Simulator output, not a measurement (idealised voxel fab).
A process module follows: voxel capacitor over wiring.
It is cross-section cut that appears here, measuring 165 nm in width, its square cells being 5 nm in size.
Think of the cross-section as a grid of square cells. We describe it in bands, top to bottom, and each band covers one or more rows of those cells.
Each band's line starts with the height of the band's top and of its bottom, in nm. Then come its materials from left to right, each with its width in nm. One material with "all across" fills the band from edge to edge. "blank" is empty space.
Height 0 is the level under which the wafer as received is all one material. The lowest band goes on downwards, as in "z 0 and below".
With a width like "30 to 40", each row of cells in the band differs from the next by the same amount, the top row carrying the first number and the bottom row the second.
It should be understood that the words "remained the same", when stated for a given step, signify that the cross-section underwent no change in any of its cells during that step.
"Enclosed internal voids" enumerates empty spaces isolated from the top, with no open way to it, that contain at least 8 cells, giving each as width x height at distance from the left edge, all three in nm.
On a step's line, text after the settings is the simulator commenting on that step.
Among the settings permitted on a step's line is "overlay nm"; applied to a step with a mask, it specifies the extent to which the mask lay to the right of its planned position, whereas a negative figure signifies a position to the left.

This section lists the process steps that were planned
step 1: op RECEIVE | material Si
step 2: op CONFORMAL_DEP | material SiO2 | thk nm 10
step 3: op CONFORMAL_DEP | material SiN | thk nm 5
step 4: op DIRECTIONAL_DEP | material lowk | thk nm 20
step 5: op DIRECTIONAL_DEP | material aC | thk nm 15
step 6: op PATTERN | tone open | mask id METAL_1 | material resist | width nm 20 | pitch nm 90 | thk nm 35 | overlay nm 0
step 7: op DIRECTIONAL_ETCH | etch materials aC | depth nm 15
step 8: op STRIP | etch materials resist
step 9: op DIRECTIONAL_ETCH | etch materials lowk | depth nm 20
step 10: op DIRECTIONAL_ETCH | etch materials SiN | depth nm 5
step 11: op STRIP | etch materials aC
step 12: op CONFORMAL_DEP | material TiN | thk nm 5
step 13: op FILL_DEP | material Cu | thk nm 5
step 14: op CMP | height nm 35
step 15: op CONFORMAL_DEP | material SiCN | thk nm 5
step 16: op DIRECTIONAL_DEP | material lowk | thk nm 20
step 17: op PATTERN | tone open | mask id PLUG_1 | material resist | width nm 15 | thk nm 15 | overlay nm 0
step 18: op DIRECTIONAL_ETCH | etch materials lowk | depth nm 20
step 19: op DIRECTIONAL_ETCH | etch materials SiCN | depth nm 5
step 20: op STRIP | etch materials resist
step 21: op EPI | material Ru | thk nm 10
step 22: op EPI | material Ru | thk nm 10
step 23: op EPI | material Ru | thk nm 5
step 24: op DIRECTIONAL_DEP | material TiN | thk nm 5
step 25: op DIRECTIONAL_DEP | material HfO2 | thk nm 5
step 26: op DIRECTIONAL_DEP | material TiN | thk nm 5
step 27: op MASKED_ETCH | tone cover | mask id UPPER_PLATE | width nm 75 | etch materials TiN | depth nm 5 | overlay nm 0
step 28: op MASKED_ETCH | tone cover | mask id UPPER_PLATE | width nm 75 | etch materials HfO2 | depth nm 5 | overlay nm 0
step 29: op PATTERN | tone cover | mask id LOWER_PLATE | material resist | width nm 85 | thk nm 20 | overlay nm 0
step 30: op DIRECTIONAL_ETCH | etch materials TiN | depth nm 5
step 31: op STRIP | etch materials resist
step 32: op FILL_DEP | material SiO2 | thk nm 15
step 33: op CMP | height nm 85
step 34: op DIRECTIONAL_DEP | material aC | thk nm 10
step 35: op PATTERN | tone open | mask id PLUG_2 | material resist | width nm 15 | thk nm 30 | overlay nm 0
step 36: op DIRECTIONAL_ETCH | etch materials aC | depth nm 10
step 37: op STRIP | etch materials resist
step 38: op DIRECTIONAL_ETCH | etch materials SiO2 | depth nm 10
step 39: op STRIP | etch materials aC
step 40: op CONFORMAL_DEP | material TiN | thk nm 5
step 41: op FILL_DEP | material Cu | thk nm 10
step 42: op CMP | height nm 85
step 43: op CONFORMAL_DEP | material SiCN | thk nm 5

Of two wafers, the first: run according to plan

Cross-section, incoming material, after step 1
	z 0 and below  Si all across
	Enclosed internal voids: none

You're looking at a cross-section of the wafer after step 2
	z 10 to 0  SiO2 all across
	No changes below 0.

You're looking at a cross-section of the wafer after step 3
	z 15 to 10  SiN all across
	No changes below 10.

You're looking at a cross-section of the wafer after step 4
	z 35 to 15  lowk all across
	No changes below 15.

You're looking at a cross-section of the wafer after step 5
	z 50 to 35  aC all across
	No changes below 35.

You're looking at a cross-section of the wafer after step 6
	z 85 to 50  resist 25, blank 20, resist 70, blank 20, resist 30
	No changes below 50.

You're looking at a cross-section of the wafer after step 7
	z 70 to 50  resist 25, blank 20, resist 70, blank 20, resist 30
	z 50 to 35  aC 25, blank 20, aC 70, blank 20, aC 30
	No changes below 35.

You're looking at a cross-section of the wafer after step 8
	z 50 to 35  aC 25, blank 20, aC 70, blank 20, aC 30
	No changes below 35.

You're looking at a cross-section of the wafer after step 9
	z 50 to 35  aC 25, blank 20, aC 70, blank 20, aC 30
	z 35 to 15  lowk 25, blank 20, lowk 70, blank 20, lowk 30
	No changes below 15.

You're looking at a cross-section of the wafer after step 10
	z 50 to 35  aC 25, blank 20, aC 70, blank 20, aC 30
	z 35 to 15  lowk 25, blank 20, lowk 70, blank 20, lowk 30
	z 15 to 10  SiN 25, blank 20, SiN 70, blank 20, SiN 30
	No changes below 10.

You're looking at a cross-section of the wafer after step 11
	z 35 to 15  lowk 25, blank 20, lowk 70, blank 20, lowk 30
	No changes below 15.

You're looking at a cross-section of the wafer after step 12
	z 40 to 35  TiN 30, blank 10, TiN 80, blank 10, TiN 35
	z 35 to 15  lowk 25, TiN 5, blank 10, TiN 5, lowk 70, TiN 5, blank 10, TiN 5, lowk 30
	z 15 to 10  SiN 25, TiN 20, SiN 70, TiN 20, SiN 30
	No changes below 10.

You're looking at a cross-section of the wafer after step 13
	z 45 to 40  Cu all across
	z 40 to 35  TiN 30, Cu 10, TiN 80, Cu 10, TiN 35
	z 35 to 15  lowk 25, TiN 5, Cu 10, TiN 5, lowk 70, TiN 5, Cu 10, TiN 5, lowk 30
	No changes below 15.

You're looking at a cross-section of the wafer after step 14
	z 35 to 15  lowk 25, TiN 5, Cu 10, TiN 5, lowk 70, TiN 5, Cu 10, TiN 5, lowk 30
	No changes below 15.

You're looking at a cross-section of the wafer after step 15
	z 40 to 35  SiCN all across
	No changes below 35.

You're looking at a cross-section of the wafer after step 16
	z 60 to 40  lowk all across
	No changes below 40.

You're looking at a cross-section of the wafer after step 17
	z 75 to 60  resist 30, blank 15, resist 120
	No changes below 60.

You're looking at a cross-section of the wafer after step 18
	z 75 to 60  resist 30, blank 15, resist 120
	z 60 to 40  lowk 30, blank 15, lowk 120
	No changes below 40.

You're looking at a cross-section of the wafer after step 19
	z 75 to 60  resist 30, blank 15, resist 120
	z 60 to 40  lowk 30, blank 15, lowk 120
	z 40 to 35  SiCN 30, blank 15, SiCN 120
	No changes below 35.

You're looking at a cross-section of the wafer after step 20
	z 60 to 40  lowk 30, blank 15, lowk 120
	No changes below 40.

You're looking at a cross-section of the wafer after step 21
	z 60 to 45  lowk 30, blank 15, lowk 120
	z 45 to 40  lowk 30, Ru 15, lowk 120
	z 40 to 35  SiCN 30, Ru 15, SiCN 120
	No changes below 35.

You're looking at a cross-section of the wafer after step 22
	z 60 to 55  lowk 30, blank 15, lowk 120
	z 55 to 40  lowk 30, Ru 15, lowk 120
	No changes below 40.

You're looking at a cross-section of the wafer after step 23
	z 60 to 40  lowk 30, Ru 15, lowk 120
	No changes below 40.

You're looking at a cross-section of the wafer after step 24
	z 65 to 60  TiN all across
	No changes below 60.

You're looking at a cross-section of the wafer after step 25
	z 70 to 65  HfO2 all across
	No changes below 65.

You're looking at a cross-section of the wafer after step 26
	z 75 to 70  TiN all across
	No changes below 70.

You're looking at a cross-section of the wafer after step 27
	z 75 to 70  blank 30, TiN 75, blank 60
	No changes below 70.

You're looking at a cross-section of the wafer after step 28
	z 75 to 70  blank 30, TiN 75, blank 60
	z 70 to 65  blank 30, HfO2 75, blank 60
	No changes below 65.

You're looking at a cross-section of the wafer after step 29
	z 95 to 75  blank 25, resist 85, blank 55
	z 75 to 70  blank 25, resist 5, TiN 75, resist 5, blank 55
	z 70 to 65  blank 25, resist 5, HfO2 75, resist 5, blank 55
	No changes below 65.

You're looking at a cross-section of the wafer after step 30
	z 95 to 75  blank 25, resist 85, blank 55
	z 75 to 70  blank 25, resist 5, TiN 75, resist 5, blank 55
	z 70 to 65  blank 25, resist 5, HfO2 75, resist 5, blank 55
	z 65 to 60  blank 25, TiN 85, blank 55
	No changes below 60.

You're looking at a cross-section of the wafer after step 31
	z 75 to 70  blank 30, TiN 75, blank 60
	z 70 to 65  blank 30, HfO2 75, blank 60
	No changes below 65.

You're looking at a cross-section of the wafer after step 32
	z 90 to 75  SiO2 all across
	z 75 to 70  SiO2 30, TiN 75, SiO2 60
	z 70 to 65  SiO2 30, HfO2 75, SiO2 60
	z 65 to 60  SiO2 25, TiN 85, SiO2 55
	No changes below 60.

You're looking at a cross-section of the wafer after step 33
	z 85 to 75  SiO2 all across
	No changes below 75.

You're looking at a cross-section of the wafer after step 34
	z 95 to 85  aC all across
	No changes below 85.

You're looking at a cross-section of the wafer after step 35
	z 125 to 95  resist 40, blank 15, resist 110
	No changes below 95.

You're looking at a cross-section of the wafer after step 36
	z 115 to 95  resist 40, blank 15, resist 110
	z 95 to 85  aC 40, blank 15, aC 110
	No changes below 85.

You're looking at a cross-section of the wafer after step 37
	z 95 to 85  aC 40, blank 15, aC 110
	No changes below 85.

You're looking at a cross-section of the wafer after step 38
	z 95 to 85  aC 40, blank 15, aC 110
	z 85 to 75  SiO2 40, blank 15, SiO2 110
	No changes below 75.

You're looking at a cross-section of the wafer after step 39
	z 85 to 75  SiO2 40, blank 15, SiO2 110
	No changes below 75.

You're looking at a cross-section of the wafer after step 40
	z 90 to 85  TiN 45, blank 5, TiN 115
	z 85 to 80  SiO2 40, TiN 5, blank 5, TiN 5, SiO2 110
	z 80 to 70  SiO2 40 to 30, TiN 15 to 75, SiO2 110 to 60
	No changes below 70.

You're looking at a cross-section of the wafer after step 41
	z 100 to 90  Cu all across
	z 90 to 85  TiN 45, Cu 5, TiN 115
	z 85 to 80  SiO2 40, TiN 5, Cu 5, TiN 5, SiO2 110
	No changes below 80.

You're looking at a cross-section of the wafer after step 42
	z 85 to 80  SiO2 40, TiN 5, Cu 5, TiN 5, SiO2 110
	No changes below 80.

You're looking at a cross-section of the wafer after step 43
	z 90 to 85  SiCN all across
	No changes below 85.

second wafer: like start, like plan, one mistake. Through step 14 it matches the first wafer

Second wafer: cross-section at the scheduled end of step 15
	z 55 to 35  lowk all across
	No changes below 35.

Second wafer: cross-section at the scheduled end of step 16
	z 60 to 55  SiCN all across
	No changes below 55.

Second wafer: cross-section at the scheduled end of step 17
	z 75 to 60  resist 30, blank 15, resist 120
	No changes below 60.

Second wafer: cross-section at the scheduled end of step 18: remained the same

Second wafer: cross-section at the scheduled end of step 19
	z 75 to 60  resist 30, blank 15, resist 120
	z 60 to 55  SiCN 30, blank 15, SiCN 120
	No changes below 55.

Second wafer: cross-section at the scheduled end of step 20
	z 60 to 55  SiCN 30, blank 15, SiCN 120
	No changes below 55.

Second wafer: cross-section at the scheduled end of step 21: remained the same

Second wafer: cross-section at the scheduled end of step 22: remained the same

Second wafer: cross-section at the scheduled end of step 23: remained the same

Second wafer: cross-section at the scheduled end of step 24
	z 65 to 60  TiN 30, blank 15, TiN 120
	z 60 to 55  SiCN 30, TiN 15, SiCN 120
	No changes below 55.

Second wafer: cross-section at the scheduled end of step 25
	z 70 to 65  HfO2 30, blank 15, HfO2 120
	z 65 to 60  TiN 30, HfO2 15, TiN 120
	No changes below 60.

Second wafer: cross-section at the scheduled end of step 26
	z 75 to 70  TiN 30, blank 15, TiN 120
	z 70 to 65  HfO2 30, TiN 15, HfO2 120
	No changes below 65.

Second wafer: cross-section at the scheduled end of step 27
	z 75 to 70  blank 45, TiN 60, blank 60
	No changes below 70.

Second wafer: cross-section at the scheduled end of step 28
	z 75 to 70  blank 45, TiN 60, blank 60
	z 70 to 65  blank 30, TiN 15, HfO2 60, blank 60
	No changes below 65.

Second wafer: cross-section at the scheduled end of step 29
	z 95 to 75  blank 25, resist 85, blank 55
	z 75 to 70  blank 25, resist 20, TiN 60, resist 5, blank 55
	z 70 to 65  blank 25, resist 5, TiN 15, HfO2 60, resist 5, blank 55
	No changes below 65.

Second wafer: cross-section at the scheduled end of step 30
	z 95 to 75  blank 25, resist 85, blank 55
	z 75 to 70  blank 25, resist 20, TiN 60, resist 5, blank 55
	z 70 to 65  blank 25, resist 5, TiN 15, HfO2 60, resist 5, blank 55
	z 65 to 60  blank 25, TiN 5, HfO2 15, TiN 65, blank 55
	No changes below 60.

Second wafer: cross-section at the scheduled end of step 31
	z 75 to 70  blank 45, TiN 60, blank 60
	z 70 to 65  blank 30, TiN 15, HfO2 60, blank 60
	No changes below 65.

Second wafer: cross-section at the scheduled end of step 32
	z 90 to 75  SiO2 all across
	z 75 to 70  SiO2 45, TiN 60, SiO2 60
	z 70 to 65  SiO2 30, TiN 15, HfO2 60, SiO2 60
	z 65 to 60  SiO2 25, TiN 5, HfO2 15, TiN 65, SiO2 55
	No changes below 60.

Second wafer: cross-section at the scheduled end of step 33
	z 85 to 75  SiO2 all across
	No changes below 75.

Second wafer: cross-section at the scheduled end of step 34
	z 95 to 85  aC all across
	No changes below 85.

Second wafer: cross-section at the scheduled end of step 35
	z 125 to 95  resist 40, blank 15, resist 110
	No changes below 95.

Second wafer: cross-section at the scheduled end of step 36
	z 115 to 95  resist 40, blank 15, resist 110
	z 95 to 85  aC 40, blank 15, aC 110
	No changes below 85.

Second wafer: cross-section at the scheduled end of step 37
	z 95 to 85  aC 40, blank 15, aC 110
	No changes below 85.

Second wafer: cross-section at the scheduled end of step 38
	z 95 to 85  aC 40, blank 15, aC 110
	z 85 to 75  SiO2 40, blank 15, SiO2 110
	No changes below 75.

Second wafer: cross-section at the scheduled end of step 39
	z 85 to 75  SiO2 40, blank 15, SiO2 110
	No changes below 75.

Second wafer: cross-section at the scheduled end of step 40
	z 90 to 85  TiN 45, blank 5, TiN 115
	z 85 to 80  SiO2 40, TiN 5, blank 5, TiN 5, SiO2 110
	z 80 to 70  SiO2 40 to 45, TiN 15 to 60, SiO2 110 to 60
	No changes below 70.

Second wafer: cross-section at the scheduled end of step 41
	z 100 to 90  Cu all across
	z 90 to 85  TiN 45, Cu 5, TiN 115
	z 85 to 80  SiO2 40, TiN 5, Cu 5, TiN 5, SiO2 110
	No changes below 80.

Second wafer: cross-section at the scheduled end of step 42
	z 85 to 80  SiO2 40, TiN 5, Cu 5, TiN 5, SiO2 110
	No changes below 80.

Second wafer: cross-section at the scheduled end of step 43
	z 90 to 85  SiCN all across
	No changes below 85.
What was the processing mistake? order of steps 15 and 16 inverted relative to the plan
End of process, cell counts, second wafer against first, materials with more or fewer: -15 Ru; +3 SiO2; +12 lowk
